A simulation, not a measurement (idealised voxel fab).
Process module name: voxel released beams
Cross-sectional view cut (width: 170 nm; square cell size: 5 nm).
Cross-section format: a grid of square cells, given as bands from top to bottom; each band is one or more rows of cells. A band entry consists of two parts. The first gives the height of the band's top and the height of its bottom, in nm. The rest lists the band's materials from left to right, each with its width in nm. A single material labelled with the word "full width" fills the band from edge to edge, and the word "air" marks empty space. Basically, 0 is our baseline, since under it the wafer straight out of the box is all one material. The bottom band has no lower end and keeps on going down, so it looks like "0 down". The two numbers in a width such as "30->40" mark its ends across the band: the first belongs to the top row of cells, the second to the bottom row, and from each row to the next the width moves by the same amount. Given "nothing got changed" for a step, no cell of the cross-section differs between before and after that step. "Sealed void listing" enumerates empty spaces isolated from the top, with no open way to it, that contain at least 8 cells, giving each as width x height at distance from the left edge, all three in nm. after a step's settings: what the simulator itself notes on the step. You can add "overlay nm" to a step's line. For a step with a mask, it describes how far the mask lay to the right of its planned position, and a negative number describes a lay to the left.
The following list gives the planned process steps
1,RECEIVE: material Si
2,CONFORMAL_DEP: material Al2O3, thk nm 10
3,DIRECTIONAL_DEP: material SiO2, thk nm 20
4,PATTERN: tone open, mask id ANCHOR, material resist, width nm 30, thk nm 20, overlay nm 0
5,DIRECTIONAL_ETCH: etch materials SiO2, depth nm 20
6,STRIP: etch materials resist
7,CONFORMAL_DEP: material W, thk nm 10
8,PATTERN: tone cover, mask id BEAM, material resist, width nm 75, thk nm 15, overlay nm 0
9,DIRECTIONAL_ETCH: etch materials W, depth nm 10
10,STRIP: etch materials resist
11,STRIP: etch materials SiO2
As received (post step 1): cross-section
    0 down: Si full width
    Sealed void listing: none
First of two wafers, end-of-module section, run followed plan
    40 to 30: air 45 | W 15 | air 10 | W 50 | air 50
    30 to 20: air 50 | W 10 | air 10 | W 10 | air 90
    20 to 10: air 50 | W 30 | air 90
    10 to 0: Al2O3 full width
    0 down: Si full width
    Sealed void listing: none
Second wafer through the module, sectioned at the end: same beginning and same plan as the first wafer, with one mistake in carrying it out
    40 to 30: air 45 | W 45 | air 80
    30 to 20: air 40 | W 10 | SiO2 30 | W 10 | air 80
    20 to 10: air 40 | W 10 | SiO2 30 | W 40 | air 50
    10 to 0: Al2O3 full width
    0 down: Si full width
    Sealed void listing: none
What broke from the plan during processing? in deviation from the planned setting, step 4 was conducted as PATTERN: tone cover, mask id ANCHOR, material resist, width nm 30, thk nm 20, overlay nm 0
at the end the second wafer has, in cells: +24 SiO2
